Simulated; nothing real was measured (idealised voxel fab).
The document below concerns the process module designated voxel wiring stack.
Displayed cross-section: cut, width of 200 nm, square cells sized 5 nm.
Format of a cross-section: grid, square cells. Given as bands. Order: top down. Band: one or more rows of cells.
Heights first: top, then bottom, in nm. Then materials, left to right, each with a width in nm. "all across" on a single material: fills the band edge to edge. "air": empty space.
Basically, 0 is our baseline, since under it the wafer straight out of the box is all one material. The bottom band has no lower end and keeps on going down, so it looks like "z 0 and below".
Note: "30->40" means the width goes from the first number (top row of the band) to the second number (bottom row) in equal steps per row of cells.
For the purposes of this document, the phrase "nothing altered" attached to a step denotes that no cell within the cross-section was modified by that step.
Closed-off voids of 8+ cells (no open route to the top) go in "Closed void listing", written width x height at distance from the left edge, in nm.
On a step's line, text after the settings is the simulator commenting on that step.
If you see "overlay nm" on a step's line and that step has a mask, it's telling you how far right of where it was planned the mask ended up; a negative number means it went left instead.
How should the pairs below be read? Each gives the cross-section before one process step and the cross-section after it, the latter drawn only to the lowest band that changed; the step that lies between them, with its settings, appears under the pair. Does a pair pick up where the pair above left off? Only where its entry headed "Ahead of processing" says so, since pairs can come from different runs of this module on the same starting wafer.
Ahead of processing:
> z 125 to 120 | 25 nm air, 5 nm lowk, 25 nm air, 5 nm lowk, 20 nm air, 5 nm lowk, 25 nm air, 5 nm lowk, 20 nm air, 5 nm lowk, 25 nm air, 5 nm lowk, 30 nm air
> z 120 to 110 | 30 nm lowk, 25 nm air, 30 nm lowk, 25 nm air, 30 nm lowk, 25 nm air, 35 nm lowk
> z 110 to 95 | 30 nm lowk, 15 nm air, 95 nm lowk, 15 nm air, 45 nm lowk
> z 95 to 90 | 25 nm lowk, 35 nm Ru, 20 nm lowk, 35 nm Ru, 20 nm lowk, 35 nm Ru, 30 nm lowk
> z 90 to 70 | 30 nm lowk, 5 nm TiN, 15 nm Ru, 5 nm TiN, 30 nm lowk, 5 nm TiN, 15 nm Ru, 5 nm TiN, 30 nm lowk, 5 nm TiN, 15 nm Ru, 5 nm TiN, 35 nm lowk
> z 70 to 65 | 30 nm SiN, 25 nm TiN, 30 nm SiN, 25 nm TiN, 30 nm SiN, 25 nm TiN, 35 nm SiN
> z 65 to 45 | 30 nm lowk, 15 nm Ru, 95 nm lowk, 15 nm Ru, 45 nm lowk
> z 45 to 40 | 30 nm SiCN, 15 nm Ru, 95 nm SiCN, 15 nm Ru, 45 nm SiCN
> z 40 to 35 | 25 nm SiCN, 35 nm Ru, 20 nm SiCN, 35 nm Ru, 20 nm SiCN, 35 nm Ru, 30 nm SiCN
> z 35 to 20 | 30 nm SiO2, 5 nm TiN, 15 nm Cu, 5 nm TiN, 30 nm SiO2, 5 nm TiN, 15 nm Cu, 5 nm TiN, 30 nm SiO2, 5 nm TiN, 15 nm Cu, 5 nm TiN, 35 nm SiO2
> z 20 to 15 | 30 nm SiN, 25 nm TiN, 30 nm SiN, 25 nm TiN, 30 nm SiN, 25 nm TiN, 35 nm SiN
> z 15 to 0 | SiO2 all across
> z 0 and below | Si all across
> Closed void listing: none
after:
> z 130 to 125 | 20 nm air, 15 nm TiN, 15 nm air, 15 nm TiN, 10 nm air, 15 nm TiN, 15 nm air, 15 nm TiN, 10 nm air, 15 nm TiN, 15 nm air, 15 nm TiN, 25 nm air
> z 125 to 120 | 25 nm TiN, 5 nm lowk, 5 nm TiN, 15 nm air, 5 nm TiN, 5 nm lowk, 20 nm TiN, 5 nm lowk, 5 nm TiN, 15 nm air, 5 nm TiN, 5 nm lowk, 20 nm TiN, 5 nm lowk, 5 nm TiN, 15 nm air, 5 nm TiN, 5 nm lowk, 30 nm TiN
> z 120 to 115 | 30 nm lowk, 5 nm TiN, 15 nm air, 5 nm TiN, 30 nm lowk, 5 nm TiN, 15 nm air, 5 nm TiN, 30 nm lowk, 5 nm TiN, 15 nm air, 5 nm TiN, 35 nm lowk
> z 115 to 110 | 30 nm lowk, 5 nm TiN, 5 nm air, 15 nm TiN, 30 nm lowk, 25 nm TiN, 30 nm lowk, 5 nm TiN, 5 nm air, 15 nm TiN, 35 nm lowk
> z 110 to 100 | 30 nm lowk, 5 nm TiN, 5 nm air, 5 nm TiN, 95 nm lowk, 5 nm TiN, 5 nm air, 5 nm TiN, 45 nm lowk
> z 100 to 95 | 30 nm lowk, 15 nm TiN, 95 nm lowk, 15 nm TiN, 45 nm lowk
> below 95: unchanged
> Closed void listing: none
The before and after cross-sections above are linked by CONFORMAL_DEP (material TiN; thk nm 5)
Ahead of processing: just use the after drawing of the pair above as your starting point.
after:
> z 140 to 130 | Cu all across
> z 130 to 125 | 20 nm Cu, 15 nm TiN, 15 nm Cu, 15 nm TiN, 10 nm Cu, 15 nm TiN, 15 nm Cu, 15 nm TiN, 10 nm Cu, 15 nm TiN, 15 nm Cu, 15 nm TiN, 25 nm Cu
> z 125 to 120 | 25 nm TiN, 5 nm lowk, 5 nm TiN, 15 nm Cu, 5 nm TiN, 5 nm lowk, 20 nm TiN, 5 nm lowk, 5 nm TiN, 15 nm Cu, 5 nm TiN, 5 nm lowk, 20 nm TiN, 5 nm lowk, 5 nm TiN, 15 nm Cu, 5 nm TiN, 5 nm lowk, 30 nm TiN
> z 120 to 115 | 30 nm lowk, 5 nm TiN, 15 nm Cu, 5 nm TiN, 30 nm lowk, 5 nm TiN, 15 nm Cu, 5 nm TiN, 30 nm lowk, 5 nm TiN, 15 nm Cu, 5 nm TiN, 35 nm lowk
> z 115 to 110 | 30 nm lowk, 5 nm TiN, 5 nm Cu, 15 nm TiN, 30 nm lowk, 25 nm TiN, 30 nm lowk, 5 nm TiN, 5 nm Cu, 15 nm TiN, 35 nm lowk
> z 110 to 100 | 30 nm lowk, 5 nm TiN, 5 nm Cu, 5 nm TiN, 95 nm lowk, 5 nm TiN, 5 nm Cu, 5 nm TiN, 45 nm lowk
> below 100: unchanged
> Closed void listing: none
The before and after cross-sections above are linked by FILL_DEP (material Cu; thk nm 10)
Ahead of processing: just use the after drawing of the pair above as your starting point.
after:
> z 130 to 125 | 20 nm Cu, 15 nm TiN, 15 nm Cu, 15 nm TiN, 10 nm Cu, 15 nm TiN, 15 nm Cu, 15 nm TiN, 10 nm Cu, 15 nm TiN, 15 nm Cu, 15 nm TiN, 25 nm Cu
> below 125: unchanged
> Closed void listing: none
The before and after cross-sections above are linked by CMP (height nm 130)
Ahead of processing: just use the after drawing of the pair above as your starting point.
after:
> z 135 to 130 | SiCN all across
> below 130: unchanged
> Closed void listing: none
The before and after cross-sections above are linked by CONFORMAL_DEP (material SiCN; thk nm 5)
Ahead of processing: just use the after drawing of the pair above as your starting point.
after:
> z 155 to 135 | SiO2 all across
> below 135: unchanged
> Closed void listing: none
The before and after cross-sections above are linked by DIRECTIONAL_DEP (material SiO2; thk nm 20)
Ahead of processing: just use the after drawing of the pair above as your starting point.
after:
> z 155 to 135 | 30 nm SiO2, 15 nm air, 95 nm SiO2, 15 nm air, 45 nm SiO2
> below 135: unchanged
> Closed void listing: none
The before and after cross-sections above are linked by MASKED_ETCH (tone open; mask id PLUG_3; width nm 15; pitch nm 110; etch materials SiO2; depth nm 20; overlay nm 0)
Ahead of processing: just use the after drawing of the pair above as your starting point.
after:
> z 155 to 135 | 30 nm SiO2, 15 nm air, 95 nm SiO2, 15 nm air, 45 nm SiO2
> z 135 to 130 | 30 nm SiCN, 15 nm air, 95 nm SiCN, 15 nm air, 45 nm SiCN
> below 130: unchanged
> Closed void listing: none
The before and after cross-sections above are linked by MASKED_ETCH (tone open; mask id PLUG_3; width nm 15; pitch nm 110; etch materials SiCN; depth nm 5; overlay nm 0)
Ahead of processing: just use the after drawing of the pair above as your starting point.
after:
> z 155 to 140 | 30 nm SiO2, 15 nm air, 95 nm SiO2, 15 nm air, 45 nm SiO2
> z 140 to 135 | 30 nm SiO2, 15 nm Ru, 95 nm SiO2, 15 nm Ru, 45 nm SiO2
> z 135 to 130 | 30 nm SiCN, 15 nm Ru, 95 nm SiCN, 15 nm Ru, 45 nm SiCN
> below 130: unchanged
> Closed void listing: none
The before and after cross-sections above are linked by EPI (material Ru; thk nm 10)
Ahead of processing: just use the after drawing of the pair above as your starting point.
after:
> z 155 to 150 | 30 nm SiO2, 15 nm air, 95 nm SiO2, 15 nm air, 45 nm SiO2
> z 150 to 135 | 30 nm SiO2, 15 nm Ru, 95 nm SiO2, 15 nm Ru, 45 nm SiO2
> below 135: unchanged
> Closed void listing: none
The before and after cross-sections above are linked by EPI (material Ru; thk nm 10)
Ahead of processing: just use the after drawing of the pair above as your starting point.
after:
> z 155 to 135 | 30 nm SiO2, 15 nm Ru, 95 nm SiO2, 15 nm Ru, 45 nm SiO2
> below 135: unchanged
> Closed void listing: none
The before and after cross-sections above are linked by EPI (material Ru; thk nm 5)
Ahead of processing: just use the after drawing of the pair above as your starting point.
after:
> z 160 to 155 | SiN all across
> below 155: unchanged
> Closed void listing: none
The before and after cross-sections above are linked by CONFORMAL_DEP (material SiN; thk nm 5)
Ahead of processing: just use the after drawing of the pair above as your starting point.
after:
> z 185 to 160 | SiO2 all across
> below 160: unchanged
> Closed void listing: none
The before and after cross-sections above are linked by DIRECTIONAL_DEP (material SiO2; thk nm 25)
Ahead of processing: just use the after drawing of the pair above as your starting point.
after:
> z 205 to 185 | 30 nm resist, 25 nm air, 30 nm resist, 25 nm air, 30 nm resist, 25 nm air, 35 nm resist
> below 185: unchanged
> Closed void listing: none
The before and after cross-sections above are linked by PATTERN (tone open; mask id METAL_4; material resist; width nm 25; pitch nm 55; thk nm 20; overlay nm 0)
Ahead of processing: just use the after drawing of the pair above as your starting point.
after:
> z 205 to 185 | 30 nm resist, 25 nm air, 30 nm resist, 25 nm air, 30 nm resist, 25 nm air, 35 nm resist
> z 185 to 160 | 30 nm SiO2, 25 nm air, 30 nm SiO2, 25 nm air, 30 nm SiO2, 25 nm air, 35 nm SiO2
> below 160: unchanged
> Closed void listing: none
The before and after cross-sections above are linked by DIRECTIONAL_ETCH (etch materials SiO2; depth nm 25)
Ahead of processing: just use the after drawing of the pair above as your starting point.
after:
> z 205 to 185 | 30 nm resist, 25 nm air, 30 nm resist, 25 nm air, 30 nm resist, 25 nm air, 35 nm resist
> z 185 to 160 | 30 nm SiO2, 25 nm air, 30 nm SiO2, 25 nm air, 30 nm SiO2, 25 nm air, 35 nm SiO2
> z 160 to 155 | 30 nm SiN, 25 nm air, 30 nm SiN, 25 nm air, 30 nm SiN, 25 nm air, 35 nm SiN
> below 155: unchanged
> Closed void listing: none
The before and after cross-sections above are linked by DIRECTIONAL_ETCH (etch materials SiN; depth nm 5)
Ahead of processing: just use the after drawing of the pair above as your starting point.
after:
> z 185 to 160 | 30 nm SiO2, 25 nm air, 30 nm SiO2, 25 nm air, 30 nm SiO2, 25 nm air, 35 nm SiO2
> below 160: unchanged
> Closed void listing: none
The before and after cross-sections above are linked by STRIP (etch materials resist)
Ahead of processing: just use the after drawing of the pair above as your starting point.
after:
> z 190 to 185 | 35 nm TiN, 15 nm air, 40 nm TiN, 15 nm air, 40 nm TiN, 15 nm air, 40 nm TiN
> z 185 to 160 | 30 nm SiO2, 5 nm TiN, 15 nm air, 5 nm TiN, 30 nm SiO2, 5 nm TiN, 15 nm air, 5 nm TiN, 30 nm SiO2, 5 nm TiN, 15 nm air, 5 nm TiN, 35 nm SiO2
> z 160 to 155 | 30 nm SiN, 25 nm TiN, 30 nm SiN, 25 nm TiN, 30 nm SiN, 25 nm TiN, 35 nm SiN
> below 155: unchanged
> Closed void listing: none
The before and after cross-sections above are linked by CONFORMAL_DEP (material TiN; thk nm 5)
Ahead of processing: just use the after drawing of the pair above as your starting point.
after:
> z 195 to 190 | Cu all across
> z 190 to 185 | 35 nm TiN, 15 nm Cu, 40 nm TiN, 15 nm Cu, 40 nm TiN, 15 nm Cu, 40 nm TiN
> z 185 to 160 | 30 nm SiO2, 5 nm TiN, 15 nm Cu, 5 nm TiN, 30 nm SiO2, 5 nm TiN, 15 nm Cu, 5 nm TiN, 30 nm SiO2, 5 nm TiN, 15 nm Cu, 5 nm TiN, 35 nm SiO2
> below 160: unchanged
> Closed void listing: none
The before and after cross-sections above are linked by FILL_DEP (material Cu; thk nm 5)
Ahead of processing: just use the after drawing of the pair above as your starting point.
after:
> z 185 to 160 | 30 nm SiO2, 5 nm TiN, 15 nm Cu, 5 nm TiN, 30 nm SiO2, 5 nm TiN, 15 nm Cu, 5 nm TiN, 30 nm SiO2, 5 nm TiN, 15 nm Cu, 5 nm TiN, 35 nm SiO2
> below 160: unchanged
> Closed void listing: none
The before and after cross-sections above are linked by CMP (height nm 185)
Ahead of processing: just use the after drawing of the pair above as your starting point.
after:
> z 190 to 185 | SiN all across
> below 185: unchanged
> Closed void listing: none
The before and after cross-sections above are linked by CONFORMAL_DEP (material SiN; thk nm 5)
Ahead of processing:
> z 65 to 60 | 30 nm lowk, 15 nm air, 95 nm lowk, 15 nm air, 45 nm lowk
> z 60 to 45 | 30 nm lowk, 15 nm Ru, 95 nm lowk, 15 nm Ru, 45 nm lowk
> z 45 to 40 | 30 nm SiCN, 15 nm Ru, 95 nm SiCN, 15 nm Ru, 45 nm SiCN
> z 40 to 35 | 25 nm SiCN, 35 nm Ru, 20 nm SiCN, 35 nm Ru, 20 nm SiCN, 35 nm Ru, 30 nm SiCN
> z 35 to 20 | 30 nm SiO2, 5 nm TiN, 15 nm Cu, 5 nm TiN, 30 nm SiO2, 5 nm TiN, 15 nm Cu, 5 nm TiN, 30 nm SiO2, 5 nm TiN, 15 nm Cu, 5 nm TiN, 35 nm SiO2
> z 20 to 15 | 30 nm SiN, 25 nm TiN, 30 nm SiN, 25 nm TiN, 30 nm SiN, 25 nm TiN, 35 nm SiN
> z 15 to 0 | SiO2 all across
> z 0 and below | Si all across
> Closed void listing: none
after:
> z 70 to 65 | 25 nm air, 25 nm Ru, 85 nm air, 25 nm Ru, 40 nm air
> z 65 to 45 | 30 nm lowk, 15 nm Ru, 95 nm lowk, 15 nm Ru, 45 nm lowk
> below 45: unchanged
> Closed void listing: none
The before and after cross-sections above are linked by EPI (material Ru; thk nm 10)
Ahead of processing: just use the after drawing of the pair above as your starting point.
after:
> z 75 to 65 | 20 nm air, 35 nm Ru, 75 nm air, 35 nm Ru, 35 nm air
> below 65: unchanged
> Closed void listing: none
The before and after cross-sections above are linked by EPI (material Ru; thk nm 5)
Ahead of processing: just use the after drawing of the pair above as your starting point.
after:
> z 80 to 75 | 15 nm air, 45 nm SiN, 65 nm air, 45 nm SiN, 30 nm air
> z 75 to 70 | 15 nm air, 5 nm SiN, 35 nm Ru, 5 nm SiN, 65 nm air, 5 nm SiN, 35 nm Ru, 5 nm SiN, 30 nm air
> z 70 to 65 | 20 nm SiN, 35 nm Ru, 75 nm SiN, 35 nm Ru, 35 nm SiN
> below 65: unchanged
> Closed void listing: none
The before and after cross-sections above are linked by CONFORMAL_DEP (material SiN; thk nm 5)
Ahead of processing: just use the after drawing of the pair above as your starting point.
after:
> z 100 to 90 | 15 nm air, 45 nm lowk, 65 nm air, 45 nm lowk, 30 nm air
> z 90 to 80 | lowk all across
> z 80 to 75 | 15 nm lowk, 45 nm SiN, 65 nm lowk, 45 nm SiN, 30 nm lowk
> z 75 to 70 | 15 nm lowk, 5 nm SiN, 35 nm Ru, 5 nm SiN, 65 nm lowk, 5 nm SiN, 35 nm Ru, 5 nm SiN, 30 nm lowk
> below 70: unchanged
> Closed void listing: none
The before and after cross-sections above are linked by DIRECTIONAL_DEP (material lowk; thk nm 20)
Ahead of processing: just use the after drawing of the pair above as your starting point.
after:
> z 100 to 90 | 15 nm air, 15 nm lowk, 25 nm air, 5 nm lowk, 65 nm air, 15 nm lowk, 25 nm air, 5 nm lowk, 30 nm air
> z 90 to 80 | 30 nm lowk, 25 nm air, 30 nm lowk, 25 nm air, 30 nm lowk, 25 nm air, 35 nm lowk
> z 80 to 75 | 15 nm lowk, 45 nm SiN, 25 nm lowk, 25 nm air, 15 nm lowk, 45 nm SiN, 30 nm lowk
> z 75 to 70 | 15 nm lowk, 5 nm SiN, 35 nm Ru, 5 nm SiN, 25 nm lowk, 25 nm air, 15 nm lowk, 5 nm SiN, 35 nm Ru, 5 nm SiN, 30 nm lowk
> below 70: unchanged
> Closed void listing: none
The before and after cross-sections above are linked by MASKED_ETCH (tone open; mask id METAL_2; width nm 25; pitch nm 55; etch materials lowk; depth nm 20; overlay nm 0)
Ahead of processing: just use the after drawing of the pair above as your starting point.
after:
> z 100 to 90 | 15 nm air, 15 nm lowk, 25 nm air, 5 nm lowk, 65 nm air, 15 nm lowk, 25 nm air, 5 nm lowk, 30 nm air
> z 90 to 80 | 30 nm lowk, 25 nm air, 30 nm lowk, 25 nm air, 30 nm lowk, 25 nm air, 35 nm lowk
> z 80 to 75 | 15 nm lowk, 15 nm SiN, 25 nm air, 5 nm SiN, 25 nm lowk, 25 nm air, 15 nm lowk, 15 nm SiN, 25 nm air, 5 nm SiN, 30 nm lowk
> z 75 to 70 | 15 nm lowk, 5 nm SiN, 35 nm Ru, 5 nm SiN, 25 nm lowk, 25 nm air, 15 nm lowk, 5 nm SiN, 35 nm Ru, 5 nm SiN, 30 nm lowk
> z 70 to 65 | 20 nm SiN, 35 nm Ru, 30 nm SiN, 25 nm air, 20 nm SiN, 35 nm Ru, 35 nm SiN
> below 65: unchanged
> Closed void listing: none
The before and after cross-sections above are linked by MASKED_ETCH (tone open; mask id METAL_2; width nm 25; pitch nm 55; etch materials SiN; depth nm 5; overlay nm 0)
Ahead of processing: just use the after drawing of the pair above as your starting point.
after:
> z 105 to 100 | 10 nm air, 25 nm TiN, 15 nm air, 15 nm TiN, 55 nm air, 25 nm TiN, 15 nm air, 15 nm TiN, 25 nm air
> z 100 to 95 | 10 nm air, 5 nm TiN, 15 nm lowk, 5 nm TiN, 15 nm air, 5 nm TiN, 5 nm lowk, 5 nm TiN, 55 nm air, 5 nm TiN, 15 nm lowk, 5 nm TiN, 15 nm air, 5 nm TiN, 5 nm lowk, 5 nm TiN, 25 nm air
> z 95 to 90 | 15 nm TiN, 15 nm lowk, 5 nm TiN, 15 nm air, 5 nm TiN, 5 nm lowk, 30 nm TiN, 15 nm air, 20 nm TiN, 15 nm lowk, 5 nm TiN, 15 nm air, 5 nm TiN, 5 nm lowk, 30 nm TiN
> z 90 to 80 | 30 nm lowk, 5 nm TiN, 15 nm air, 5 nm TiN, 30 nm lowk, 5 nm TiN, 15 nm air, 5 nm TiN, 30 nm lowk, 5 nm TiN, 15 nm air, 5 nm TiN, 35 nm lowk
> z 80 to 75 | 15 nm lowk, 15 nm SiN, 25 nm TiN, 5 nm SiN, 25 nm lowk, 5 nm TiN, 15 nm air, 5 nm TiN, 15 nm lowk, 15 nm SiN, 25 nm TiN, 5 nm SiN, 30 nm lowk
> z 75 to 70 | 15 nm lowk, 5 nm SiN, 35 nm Ru, 5 nm SiN, 25 nm lowk, 5 nm TiN, 15 nm air, 5 nm TiN, 15 nm lowk, 5 nm SiN, 35 nm Ru, 5 nm SiN, 30 nm lowk
> z 70 to 65 | 20 nm SiN, 35 nm Ru, 30 nm SiN, 25 nm TiN, 20 nm SiN, 35 nm Ru, 35 nm SiN
> below 65: unchanged
> Closed void listing: none
The before and after cross-sections above are linked by CONFORMAL_DEP (material TiN; thk nm 5)
Ahead of processing: just use the after drawing of the pair above as your starting point.
after:
> z 110 to 105 | Ru all across
> z 105 to 100 | 10 nm Ru, 25 nm TiN, 15 nm Ru, 15 nm TiN, 55 nm Ru, 25 nm TiN, 15 nm Ru, 15 nm TiN, 25 nm Ru
> z 100 to 95 | 10 nm Ru, 5 nm TiN, 15 nm lowk, 5 nm TiN, 15 nm Ru, 5 nm TiN, 5 nm lowk, 5 nm TiN, 55 nm Ru, 5 nm TiN, 15 nm lowk, 5 nm TiN, 15 nm Ru, 5 nm TiN, 5 nm lowk, 5 nm TiN, 25 nm Ru
> z 95 to 90 | 15 nm TiN, 15 nm lowk, 5 nm TiN, 15 nm Ru, 5 nm TiN, 5 nm lowk, 30 nm TiN, 15 nm Ru, 20 nm TiN, 15 nm lowk, 5 nm TiN, 15 nm Ru, 5 nm TiN, 5 nm lowk, 30 nm TiN
> z 90 to 80 | 30 nm lowk, 5 nm TiN, 15 nm Ru, 5 nm TiN, 30 nm lowk, 5 nm TiN, 15 nm Ru, 5 nm TiN, 30 nm lowk, 5 nm TiN, 15 nm Ru, 5 nm TiN, 35 nm lowk
> z 80 to 75 | 15 nm lowk, 15 nm SiN, 25 nm TiN, 5 nm SiN, 25 nm lowk, 5 nm TiN, 15 nm Ru, 5 nm TiN, 15 nm lowk, 15 nm SiN, 25 nm TiN, 5 nm SiN, 30 nm lowk
> z 75 to 70 | 15 nm lowk, 5 nm SiN, 35 nm Ru, 5 nm SiN, 25 nm lowk, 5 nm TiN, 15 nm Ru, 5 nm TiN, 15 nm lowk, 5 nm SiN, 35 nm Ru, 5 nm SiN, 30 nm lowk
> below 70: unchanged
> Closed void listing: none
The before and after cross-sections above are linked by FILL_DEP (material Ru; thk nm 5)
Ahead of processing: just use the after drawing of the pair above as your starting point.
after:
> z 90 to 80 | 30 nm lowk, 5 nm TiN, 15 nm Ru, 5 nm TiN, 30 nm lowk, 5 nm TiN, 15 nm Ru, 5 nm TiN, 30 nm lowk, 5 nm TiN, 15 nm Ru, 5 nm TiN, 35 nm lowk
> below 80: unchanged
> Closed void listing: none
The before and after cross-sections above are linked by CMP (height nm 90)
Ahead of processing: just use the after drawing of the pair above as your starting point.
after:
> z 95 to 90 | 25 nm air, 35 nm Ru, 20 nm air, 35 nm Ru, 20 nm air, 35 nm Ru, 30 nm air
> below 90: unchanged
> Closed void listing: none
The before and after cross-sections above are linked by EPI (material Ru; thk nm 5)
Ahead of processing: just use the after drawing of the pair above as your starting point.
after:
> z 100 to 95 | SiCN all across
> z 95 to 90 | 25 nm SiCN, 35 nm Ru, 20 nm SiCN, 35 nm Ru, 20 nm SiCN, 35 nm Ru, 30 nm SiCN
> below 90: unchanged
> Closed void listing: none
The before and after cross-sections above are linked by FILL_DEP (material SiCN; thk nm 5)
Ahead of processing: just use the after drawing of the pair above as your starting point.
after:
> z 130 to 100 | lowk all across
> below 100: unchanged
> Closed void listing: none
The before and after cross-sections above are linked by DIRECTIONAL_DEP (material lowk; thk nm 30)
Ahead of processing: just use the after drawing of the pair above as your starting point.
after:
> z 145 to 130 | 30 nm resist, 15 nm air, 95 nm resist, 15 nm air, 45 nm resist
> below 130: unchanged
> Closed void listing: none
The before and after cross-sections above are linked by PATTERN (tone open; mask id METAL_3_HOLES; material resist; width nm 15; pitch nm 110; thk nm 15; overlay nm 0)
Ahead of processing: just use the after drawing of the pair above as your starting point.
after:
> z 145 to 130 | 30 nm resist, 15 nm air, 95 nm resist, 15 nm air, 45 nm resist
> z 130 to 100 | 30 nm lowk, 15 nm air, 95 nm lowk, 15 nm air, 45 nm lowk
> below 100: unchanged
> Closed void listing: none
The before and after cross-sections above are linked by DIRECTIONAL_ETCH (etch materials lowk; depth nm 30)
Ahead of processing: just use the after drawing of the pair above as your starting point.
after:
> z 130 to 100 | 30 nm lowk, 15 nm air, 95 nm lowk, 15 nm air, 45 nm lowk
> below 100: unchanged
> Closed void listing: none
The before and after cross-sections above are linked by STRIP (etch materials resist)
Ahead of processing: just use the after drawing of the pair above as your starting point.
after:
> z 130 to 115 | 30 nm lowk, 25 nm air, 30 nm lowk, 25 nm air, 30 nm lowk, 25 nm air, 35 nm lowk
> below 115: unchanged
> Closed void listing: none
The before and after cross-sections above are linked by MASKED_ETCH (tone open; mask id METAL_3; width nm 25; pitch nm 55; etch materials lowk; depth nm 15; overlay nm 0)
Ahead of processing: just use the after drawing of the pair above as your starting point.
after:
> z 130 to 115 | 30 nm lowk, 25 nm air, 30 nm lowk, 25 nm air, 30 nm lowk, 25 nm air, 35 nm lowk
> z 115 to 100 | 30 nm lowk, 15 nm air, 95 nm lowk, 15 nm air, 45 nm lowk
> z 100 to 95 | 30 nm SiCN, 15 nm air, 95 nm SiCN, 15 nm air, 45 nm SiCN
> below 95: unchanged
> Closed void listing: none
The before and after cross-sections above are linked by MASKED_ETCH (tone open; mask id METAL_3; width nm 25; pitch nm 55; etch materials SiCN; depth nm 5; overlay nm 0)
Ahead of processing: just use the after drawing of the pair above as your starting point.
after:
> z 135 to 130 | 35 nm TiN, 15 nm air, 40 nm TiN, 15 nm air, 40 nm TiN, 15 nm air, 40 nm TiN
> z 130 to 120 | 30 nm lowk, 5 nm TiN, 15 nm air, 5 nm TiN, 30 nm lowk, 5 nm TiN, 15 nm air, 5 nm TiN, 30 nm lowk, 5 nm TiN, 15 nm air, 5 nm TiN, 35 nm lowk
> z 120 to 115 | 30 nm lowk, 5 nm TiN, 5 nm air, 15 nm TiN, 30 nm lowk, 25 nm TiN, 30 nm lowk, 5 nm TiN, 5 nm air, 15 nm TiN, 35 nm lowk
> z 115 to 100 | 30 nm lowk, 5 nm TiN, 5 nm air, 5 nm TiN, 95 nm lowk, 5 nm TiN, 5 nm air, 5 nm TiN, 45 nm lowk
> z 100 to 95 | 30 nm SiCN, 15 nm TiN, 95 nm SiCN, 15 nm TiN, 45 nm SiCN
> below 95: unchanged
> Closed void listing: none
The before and after cross-sections above are linked by CONFORMAL_DEP (material TiN; thk nm 5)
Ahead of processing: just use the after drawing of the pair above as your starting point.
after:
> z 145 to 135 | Cu all across
> z 135 to 130 | 35 nm TiN, 15 nm Cu, 40 nm TiN, 15 nm Cu, 40 nm TiN, 15 nm Cu, 40 nm TiN
> z 130 to 120 | 30 nm lowk, 5 nm TiN, 15 nm Cu, 5 nm TiN, 30 nm lowk, 5 nm TiN, 15 nm Cu, 5 nm TiN, 30 nm lowk, 5 nm TiN, 15 nm Cu, 5 nm TiN, 35 nm lowk
> z 120 to 115 | 30 nm lowk, 5 nm TiN, 5 nm Cu, 15 nm TiN, 30 nm lowk, 25 nm TiN, 30 nm lowk, 5 nm TiN, 5 nm Cu, 15 nm TiN, 35 nm lowk
> z 115 to 100 | 30 nm lowk, 5 nm TiN, 5 nm Cu, 5 nm TiN, 95 nm lowk, 5 nm TiN, 5 nm Cu, 5 nm TiN, 45 nm lowk
> below 100: unchanged
> Closed void listing: none
The before and after cross-sections above are linked by FILL_DEP (material Cu; thk nm 10)
Ahead of processing: just use the after drawing of the pair above as your starting point.
after:
> z 130 to 120 | 30 nm lowk, 5 nm TiN, 15 nm Cu, 5 nm TiN, 30 nm lowk, 5 nm TiN, 15 nm Cu, 5 nm TiN, 30 nm lowk, 5 nm TiN, 15 nm Cu, 5 nm TiN, 35 nm lowk
> below 120: unchanged
> Closed void listing: none
The before and after cross-sections above are linked by CMP (height nm 130)
Ahead of processing: just use the after drawing of the pair above as your starting point.
after:
> z 135 to 130 | SiCN all across
> below 130: unchanged
> Closed void listing: none
The before and after cross-sections above are linked by CONFORMAL_DEP (material SiCN; thk nm 5)
Ahead of processing: just use the after drawing of the pair above as your starting point.
after:
> z 155 to 135 | SiO2 all across
> below 135: unchanged
> Closed void listing: none
The before and after cross-sections above are linked by DIRECTIONAL_DEP (material SiO2; thk nm 20)
Ahead of processing: just use the after drawing of the pair above as your starting point.
after:
> z 155 to 135 | 30 nm SiO2, 15 nm air, 95 nm SiO2, 15 nm air, 45 nm SiO2
> below 135: unchanged
> Closed void listing: none
The before and after cross-sections above are linked by MASKED_ETCH (tone open; mask id PLUG_3; width nm 15; pitch nm 110; etch materials SiO2; depth nm 20; overlay nm 0)
Ahead of processing: just use the after drawing of the pair above as your starting point.
after:
> z 155 to 135 | 30 nm SiO2, 15 nm air, 95 nm SiO2, 15 nm air, 45 nm SiO2
> z 135 to 130 | 30 nm SiCN, 15 nm air, 95 nm SiCN, 15 nm air, 45 nm SiCN
> below 130: unchanged
> Closed void listing: none
The before and after cross-sections above are linked by MASKED_ETCH (tone open; mask id PLUG_3; width nm 15; pitch nm 110; etch materials SiCN; depth nm 5; overlay nm 0)
Ahead of processing: just use the after drawing of the pair above as your starting point.
after:
> z 155 to 140 | 30 nm SiO2, 15 nm air, 95 nm SiO2, 15 nm air, 45 nm SiO2
> z 140 to 135 | 30 nm SiO2, 15 nm Ru, 95 nm SiO2, 15 nm Ru, 45 nm SiO2
> z 135 to 130 | 30 nm SiCN, 15 nm Ru, 95 nm SiCN, 15 nm Ru, 45 nm SiCN
> below 130: unchanged
> Closed void listing: none
The before and after cross-sections above are linked by EPI (material Ru; thk nm 10)
Ahead of processing: just use the after drawing of the pair above as your starting point.
after:
> z 155 to 150 | 30 nm SiO2, 15 nm air, 95 nm SiO2, 15 nm air, 45 nm SiO2
> z 150 to 135 | 30 nm SiO2, 15 nm Ru, 95 nm SiO2, 15 nm Ru, 45 nm SiO2
> below 135: unchanged
> Closed void listing: none
The before and after cross-sections above are linked by EPI (material Ru; thk nm 10)
Ahead of processing: just use the after drawing of the pair above as your starting point.
after:
> z 155 to 135 | 30 nm SiO2, 15 nm Ru, 95 nm SiO2, 15 nm Ru, 45 nm SiO2
> below 135: unchanged
> Closed void listing: none
The before and after cross-sections above are linked by EPI (material Ru; thk nm 5)
Ahead of processing: just use the after drawing of the pair above as your starting point.
after:
> z 160 to 155 | SiN all across
> below 155: unchanged
> Closed void listing: none
The before and after cross-sections above are linked by CONFORMAL_DEP (material SiN; thk nm 5)
Ahead of processing: just use the after drawing of the pair above as your starting point.
after:
> z 185 to 160 | SiO2 all across
> below 160: unchanged
> Closed void listing: none
The before and after cross-sections above are linked by DIRECTIONAL_DEP (material SiO2; thk nm 25)
Ahead of processing: just use the after drawing of the pair above as your starting point.
after:
> z 205 to 185 | 30 nm resist, 25 nm air, 30 nm resist, 25 nm air, 30 nm resist, 25 nm air, 35 nm resist
> below 185: unchanged
> Closed void listing: none
The before and after cross-sections above are linked by PATTERN (tone open; mask id METAL_4; material resist; width nm 25; pitch nm 55; thk nm 20; overlay nm 0)
Ahead of processing: just use the after drawing of the pair above as your starting point.
after:
> z 205 to 185 | 30 nm resist, 25 nm air, 30 nm resist, 25 nm air, 30 nm resist, 25 nm air, 35 nm resist
> z 185 to 160 | 30 nm SiO2, 25 nm air, 30 nm SiO2, 25 nm air, 30 nm SiO2, 25 nm air, 35 nm SiO2
> below 160: unchanged
> Closed void listing: none
The before and after cross-sections above are linked by DIRECTIONAL_ETCH (etch materials SiO2; depth nm 25)
